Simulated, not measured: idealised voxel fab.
process module | voxel tone inversion
cross-section cut | 255 nm wide | cells 5 nm
A cross-section is a grid of square cells, given in bands from the top down. A band is one or more rows of cells.
Each band's line starts with the height of the band's top and of its bottom, in nm. Then come its materials from left to right, each with its width in nm. One material with "throughout" fills the band from edge to edge. "air" is empty space.
Height 0 is the level under which the wafer as received is all one material. The lowest band goes on downwards, as in "0 down".
A width such as "30 to 40" changes by the same amount from each row of cells to the next, from the band's top row to its bottom row.
"no change" after a step means that no cell of the cross-section changed.
closed voids: empty space of 8 cells or more with no open way to the top, each as width x height at its distance from the left edge, in nm
after a step's settings: what the simulator itself notes on the step
overlay nm, on a step with a mask: how far to the right of its planned place the mask lay; to the left if negative
Each pair below shows a cross-section before one step and the cross-section after it, down to the lowest band that changed. The line under each pair gives the step between them, with its settings. The pairs can come from different runs of this module on the same starting wafer, so a pair continues from the pair above only where its "before" says so.
before
  0 down: Si throughout
  closed voids: none
after
  5 to 0: SiCN throughout
  below 0: unchanged
  closed voids: none
the step between: op CONFORMAL_DEP | material SiCN | thk nm 5
before: the cross-section after the pair above
after
  20 to 5: polySi throughout
  below 5: unchanged
  closed voids: none
the step between: op DIRECTIONAL_DEP | material polySi | thk nm 15
before: the cross-section after the pair above
after
  40 to 20: air 90 | resist 25 | air 20 | resist 25 | air 95
  below 20: unchanged
  closed voids: none
the step between: op PATTERN | tone cover | mask id POSTS | material resist | width nm 25 | pitch nm 45 | thk nm 20 | overlay nm 0
before: the cross-section after the pair above
after
  40 to 20: air 90 | resist 25 | air 20 | resist 25 | air 95
  20 to 5: air 90 | polySi 25 | air 20 | polySi 25 | air 95
  below 5: unchanged
  closed voids: none
the step between: op DIRECTIONAL_ETCH | etch materials polySi | depth nm 15
before: the cross-section after the pair above
after
  20 to 5: air 90 | polySi 25 | air 20 | polySi 25 | air 95
  below 5: unchanged
  closed voids: none
the step between: op STRIP | etch materials resist
before: the cross-section after the pair above
after
  25 to 20: lowk throughout
  20 to 5: lowk 90 | polySi 25 | lowk 20 | polySi 25 | lowk 95
  below 5: unchanged
  closed voids: none
the step between: op FILL_DEP | material lowk | thk nm 5
before: the cross-section after the pair above
after
  20 to 5: lowk 90 | polySi 25 | lowk 20 | polySi 25 | lowk 95
  below 5: unchanged
  closed voids: none
the step between: op CMP | height nm 20
before: the cross-section after the pair above
after
  20 to 5: lowk 90 | air 25 | lowk 20 | air 25 | lowk 95
  below 5: unchanged
  closed voids: none
the step between: op STRIP | etch materials polySi
before: the cross-section after the pair above
after
  25 to 20: TiN 95 | air 15 | TiN 30 | air 15 | TiN 100
  20 to 10: lowk 90 | TiN 5 | air 15 | TiN 5 | lowk 20 | TiN 5 | air 15 | TiN 5 | lowk 95
  10 to 5: lowk 90 | TiN 25 | lowk 20 | TiN 25 | lowk 95
  below 5: unchanged
  closed voids: none
the step between: op CONFORMAL_DEP | material TiN | thk nm 5
before: the cross-section after the pair above
after
  35 to 25: Ru throughout
  25 to 20: TiN 95 | Ru 15 | TiN 30 | Ru 15 | TiN 100
  20 to 10: lowk 90 | TiN 5 | Ru 15 | TiN 5 | lowk 20 | TiN 5 | Ru 15 | TiN 5 | lowk 95
  below 10: unchanged
  closed voids: none
the step between: op FILL_DEP | material Ru | thk nm 10
before: the cross-section after the pair above
after
  20 to 10: lowk 90 | TiN 5 | Ru 15 | TiN 5 | lowk 20 | TiN 5 | Ru 15 | TiN 5 | lowk 95
  below 10: unchanged
  closed voids: none
the step between: op CMP | height nm 20
before: the cross-section after the pair above
after
  25 to 20: SiCN throughout
  below 20: unchanged
  closed voids: none
the step between: op CONFORMAL_DEP | material SiCN | thk nm 5
before
  0 down: Si throughout
  closed voids: none
after
  15 to 0: polySi throughout
  below 0: unchanged
  closed voids: none
the step between: op DIRECTIONAL_DEP | material polySi | thk nm 15
before: the cross-section after the pair above
after
  35 to 15: air 90 | resist 25 | air 20 | resist 25 | air 95
  below 15: unchanged
  closed voids: none
the step between: op PATTERN | tone cover | mask id POSTS | material resist | width nm 25 | pitch nm 45 | thk nm 20 | overlay nm 0
before: the cross-section after the pair above
after
  35 to 15: air 90 | resist 25 | air 20 | resist 25 | air 95
  15 to 0: air 90 | polySi 25 | air 20 | polySi 25 | air 95
  below 0: unchanged
  closed voids: none
the step between: op DIRECTIONAL_ETCH | etch materials polySi | depth nm 15
before: the cross-section after the pair above
after
  15 to 0: air 90 | polySi 25 | air 20 | polySi 25 | air 95
  below 0: unchanged
  closed voids: none
the step between: op STRIP | etch materials resist
before: the cross-section after the pair above
after
  20 to 15: lowk throughout
  15 to 0: lowk 90 | polySi 25 | lowk 20 | polySi 25 | lowk 95
  below 0: unchanged
  closed voids: none
the step between: op FILL_DEP | material lowk | thk nm 5
before: the cross-section after the pair above
after
  25 to 20: TiN throughout
  below 20: unchanged
  closed voids: none
the step between: op CONFORMAL_DEP | material TiN | thk nm 5
before: the cross-section after the pair above
after
  35 to 25: Ru throughout
  below 25: unchanged
  closed voids: none
the step between: op FILL_DEP | material Ru | thk nm 10
before: the cross-section after the pair above
after
  20 to 15: lowk throughout
  below 15: unchanged
  closed voids: none
the step between: op CMP | height nm 20
before: the cross-section after the pair above
after
  25 to 20: SiCN throughout
  below 20: unchanged
  closed voids: none
the step between: op CONFORMAL_DEP | material SiCN | thk nm 5
before
  15 to 0: polySi throughout
  0 down: Si throughout
  closed voids: none
after
  20 to 15: SiCN throughout
  below 15: unchanged
  closed voids: none
the step between: op CONFORMAL_DEP | material SiCN | thk nm 5
before: the cross-section after the pair above
after
  40 to 20: air 90 | resist 25 | air 20 | resist 25 | air 95
  below 20: unchanged
  closed voids: none
the step between: op PATTERN | tone cover | mask id POSTS | material resist | width nm 25 | pitch nm 45 | thk nm 20 | overlay nm 0
before: the cross-section after the pair above
after
  20 to 15: SiCN throughout
  below 15: unchanged
  closed voids: none
the step between: op STRIP | etch materials resist
before: the cross-section after the pair above
after
  25 to 20: lowk throughout
  below 20: unchanged
  closed voids: none
the step between: op FILL_DEP | material lowk | thk nm 5
before: the cross-section after the pair above
after
  20 to 15: SiCN throughout
  below 15: unchanged
  closed voids: none
the step between: op CMP | height nm 20
before: the cross-section after the pair above
after
  25 to 20: TiN throughout
  below 20: unchanged
  closed voids: none
the step between: op CONFORMAL_DEP | material TiN | thk nm 5
before: the cross-section after the pair above
after
  35 to 25: Ru throughout
  below 25: unchanged
  closed voids: none
the step between: op FILL_DEP | material Ru | thk nm 10
before: the cross-section after the pair above
after
  20 to 15: SiCN throughout
  below 15: unchanged
  closed voids: none
the step between: op CMP | height nm 20
before: the cross-section after the pair above
after
  25 to 15: SiCN throughout
  below 15: unchanged
  closed voids: none
the step between: op CONFORMAL_DEP | material SiCN | thk nm 5
before
  25 to 20: lowk throughout
  20 to 5: lowk 90 | polySi 25 | lowk 20 | polySi 25 | lowk 95
  5 to 0: SiCN throughout
  0 down: Si throughout
  closed voids: none
after
  10 to 5: lowk 90 | polySi 25 | lowk 20 | polySi 25 | lowk 95
  below 5: unchanged
  closed voids: none
the step between: op CMP | height nm 10
before: the cross-section after the pair above
after
  10 to 5: lowk 90 | air 25 | lowk 20 | air 25 | lowk 95
  below 5: unchanged
  closed voids: none
the step between: op STRIP | etch materials polySi
before: the cross-section after the pair above
after
  15 to 10: TiN 95 | air 15 | TiN 30 | air 15 | TiN 100
  10 to 5: lowk 90 | TiN 25 | lowk 20 | TiN 25 | lowk 95
  below 5: unchanged
  closed voids: none
the step between: op CONFORMAL_DEP | material TiN | thk nm 5
before: the cross-section after the pair above
after
  25 to 15: Ru throughout
  15 to 10: TiN 95 | Ru 15 | TiN 30 | Ru 15 | TiN 100
  below 10: unchanged
  closed voids: none
the step between: op FILL_DEP | material Ru | thk nm 10
before: the cross-section after the pair above
after
  20 to 15: Ru throughout
  below 15: unchanged
  closed voids: none
the step between: op CMP | height nm 20
before: the cross-section after the pair above
after
  25 to 20: SiCN throughout
  below 20: unchanged
  closed voids: none
the step between: op CONFORMAL_DEP | material SiCN | thk nm 5
before
  20 to 5: polySi throughout
  5 to 0: SiCN throughout
  0 down: Si throughout
  closed voids: none
after
  40 to 20: air 95 | resist 20 | air 25 | resist 20 | air 95
  below 20: unchanged
  closed voids: none
the step between: op PATTERN | tone cover | mask id POSTS | material resist | width nm 20 | pitch nm 45 | thk nm 20 | overlay nm 0
before: the cross-section after the pair above
after
  40 to 20: air 95 | resist 20 | air 25 | resist 20 | air 95
  20 to 5: air 95 | polySi 20 | air 25 | polySi 20 | air 95
  below 5: unchanged
  closed voids: none
the step between: op DIRECTIONAL_ETCH | etch materials polySi | depth nm 15
before: the cross-section after the pair above
after
  20 to 5: air 95 | polySi 20 | air 25 | polySi 20 | air 95
  below 5: unchanged
  closed voids: none
the step between: op STRIP | etch materials resist
before: the cross-section after the pair above
after
  25 to 20: lowk throughout
  20 to 5: lowk 95 | polySi 20 | lowk 25 | polySi 20 | lowk 95
  below 5: unchanged
  closed voids: none
the step between: op FILL_DEP | material lowk | thk nm 5
before: the cross-section after the pair above
after
  20 to 5: lowk 95 | polySi 20 | lowk 25 | polySi 20 | lowk 95
  below 5: unchanged
  closed voids: none
the step between: op CMP | height nm 20
before: the cross-section after the pair above
after
  20 to 5: lowk 95 | air 20 | lowk 25 | air 20 | lowk 95
  below 5: unchanged
  closed voids: none
the step between: op STRIP | etch materials polySi
before: the cross-section after the pair above
after
  25 to 20: TiN 100 | air 10 | TiN 35 | air 10 | TiN 100
  20 to 10: lowk 95 | TiN 5 | air 10 | TiN 5 | lowk 25 | TiN 5 | air 10 | TiN 5 | lowk 95
  10 to 5: lowk 95 | TiN 20 | lowk 25 | TiN 20 | lowk 95
  below 5: unchanged
  closed voids: none
the step between: op CONFORMAL_DEP | material TiN | thk nm 5
before: the cross-section after the pair above
after
  35 to 25: Ru throughout
  25 to 20: TiN 100 | Ru 10 | TiN 35 | Ru 10 | TiN 100
  20 to 10: lowk 95 | TiN 5 | Ru 10 | TiN 5 | lowk 25 | TiN 5 | Ru 10 | TiN 5 | lowk 95
  below 10: unchanged
  closed voids: none
the step between: op FILL_DEP | material Ru | thk nm 10
before: the cross-section after the pair above
after
  20 to 10: lowk 95 | TiN 5 | Ru 10 | TiN 5 | lowk 25 | TiN 5 | Ru 10 | TiN 5 | lowk 95
  below 10: unchanged
  closed voids: none
the step between: op CMP | height nm 20
before: the cross-section after the pair above
after
  25 to 20: SiCN throughout
  below 20: unchanged
  closed voids: none
the step between: op CONFORMAL_DEP | material SiCN | thk nm 5
before
  20 to 5: polySi throughout
  5 to 0: SiCN throughout
  0 down: Si throughout
  closed voids: none
after
  40 to 20: air 100 | resist 25 | air 20 | resist 25 | air 85
  below 20: unchanged
  closed voids: none
the step between: op PATTERN | tone cover | mask id POSTS | material resist | width nm 25 | pitch nm 45 | thk nm 20 | overlay nm 10
before: the cross-section after the pair above
after
  40 to 20: air 100 | resist 25 | air 20 | resist 25 | air 85
  20 to 5: air 100 | polySi 25 | air 20 | polySi 25 | air 85
  below 5: unchanged
  closed voids: none
the step between: op DIRECTIONAL_ETCH | etch materials polySi | depth nm 15
before: the cross-section after the pair above
after
  20 to 5: air 100 | polySi 25 | air 20 | polySi 25 | air 85
  below 5: unchanged
  closed voids: none
the step between: op STRIP | etch materials resist
before: the cross-section after the pair above
after
  25 to 20: lowk throughout
  20 to 5: lowk 100 | polySi 25 | lowk 20 | polySi 25 | lowk 85
  below 5: unchanged
  closed voids: none
the step between: op FILL_DEP | material lowk | thk nm 5
before: the cross-section after the pair above
after
  20 to 5: lowk 100 | polySi 25 | lowk 20 | polySi 25 | lowk 85
  below 5: unchanged
  closed voids: none
the step between: op CMP | height nm 20
before: the cross-section after the pair above
after
  20 to 5: lowk 100 | air 25 | lowk 20 | air 25 | lowk 85
  below 5: unchanged
  closed voids: none
the step between: op STRIP | etch materials polySi
before: the cross-section after the pair above
after
  25 to 20: TiN 105 | air 15 | TiN 30 | air 15 | TiN 90
  20 to 10: lowk 100 | TiN 5 | air 15 | TiN 5 | lowk 20 | TiN 5 | air 15 | TiN 5 | lowk 85
  10 to 5: lowk 100 | TiN 25 | lowk 20 | TiN 25 | lowk 85
  below 5: unchanged
  closed voids: none
the step between: op CONFORMAL_DEP | material TiN | thk nm 5
before: the cross-section after the pair above
after
  35 to 25: Ru throughout
  25 to 20: TiN 105 | Ru 15 | TiN 30 | Ru 15 | TiN 90
  20 to 10: lowk 100 | TiN 5 | Ru 15 | TiN 5 | lowk 20 | TiN 5 | Ru 15 | TiN 5 | lowk 85
  below 10: unchanged
  closed voids: none
the step between: op FILL_DEP | material Ru | thk nm 10
before: the cross-section after the pair above
after
  20 to 10: lowk 100 | TiN 5 | Ru 15 | TiN 5 | lowk 20 | TiN 5 | Ru 15 | TiN 5 | lowk 85
  below 10: unchanged
  closed voids: none
the step between: op CMP | height nm 20
before: the cross-section after the pair above
after
  25 to 20: SiCN throughout
  below 20: unchanged
  closed voids: none
the step between: op CONFORMAL_DEP | material SiCN | thk nm 5
before
  20 to 10: lowk 90 | TiN 5 | Ru 15 | TiN 5 | lowk 20 | TiN 5 | Ru 15 | TiN 5 | lowk 95
  10 to 5: lowk 90 | TiN 25 | lowk 20 | TiN 25 | lowk 95
  5 to 0: SiCN throughout
  0 down: Si throughout
  closed voids: none
after
  25 to 20: Ru throughout
  below 20: unchanged
  closed voids: none
the step between: op CONFORMAL_DEP | material Ru | thk nm 5
before
  20 to 5: polySi throughout
  5 to 0: SiCN throughout
  0 down: Si throughout
  closed voids: none
after
  40 to 20: resist 90 | air 25 | resist 20 | air 25 | resist 95
  below 20: unchanged
  closed voids: none
the step between: op PATTERN | tone open | mask id POSTS | material resist | width nm 25 | pitch nm 45 | thk nm 20 | overlay nm 0
before: the cross-section after the pair above
after
  40 to 20: resist 90 | air 25 | resist 20 | air 25 | resist 95
  20 to 5: polySi 90 | air 25 | polySi 20 | air 25 | polySi 95
  below 5: unchanged
  closed voids: none
the step between: op DIRECTIONAL_ETCH | etch materials polySi | depth nm 15
before: the cross-section after the pair above
after
  20 to 5: polySi 90 | air 25 | polySi 20 | air 25 | polySi 95
  below 5: unchanged
  closed voids: none
the step between: op STRIP | etch materials resist
before: the cross-section after the pair above
after
  25 to 20: lowk throughout
  20 to 5: polySi 90 | lowk 25 | polySi 20 | lowk 25 | polySi 95
  below 5: unchanged
  closed voids: none
the step between: op FILL_DEP | material lowk | thk nm 5
before: the cross-section after the pair above
after
  20 to 5: polySi 90 | lowk 25 | polySi 20 | lowk 25 | polySi 95
  below 5: unchanged
  closed voids: none
the step between: op CMP | height nm 20
before: the cross-section after the pair above
after
  20 to 5: air 90 | lowk 25 | air 20 | lowk 25 | air 95
  below 5: unchanged
  closed voids: none
the step between: op STRIP | etch materials polySi
before: the cross-section after the pair above
after
  25 to 20: air 85 | TiN 35 | air 10 | TiN 35 | air 90
  20 to 10: air 85 | TiN 5 | lowk 25 | TiN 5 | air 10 | TiN 5 | lowk 25 | TiN 5 | air 90
  10 to 5: TiN 90 | lowk 25 | TiN 20 | lowk 25 | TiN 95
  below 5: unchanged
  closed voids: none
the step between: op CONFORMAL_DEP | material TiN | thk nm 5
before: the cross-section after the pair above
after
  35 to 25: Ru throughout
  25 to 20: Ru 85 | TiN 35 | Ru 10 | TiN 35 | Ru 90
  20 to 10: Ru 85 | TiN 5 | lowk 25 | TiN 5 | Ru 10 | TiN 5 | lowk 25 | TiN 5 | Ru 90
  below 10: unchanged
  closed voids: none
the step between: op FILL_DEP | material Ru | thk nm 10
before: the cross-section after the pair above
after
  20 to 10: Ru 85 | TiN 5 | lowk 25 | TiN 5 | Ru 10 | TiN 5 | lowk 25 | TiN 5 | Ru 90
  below 10: unchanged
  closed voids: none
the step between: op CMP | height nm 20
before: the cross-section after the pair above
after
  25 to 20: SiCN throughout
  below 20: unchanged
  closed voids: none
the step between: op CONFORMAL_DEP | material SiCN | thk nm 5
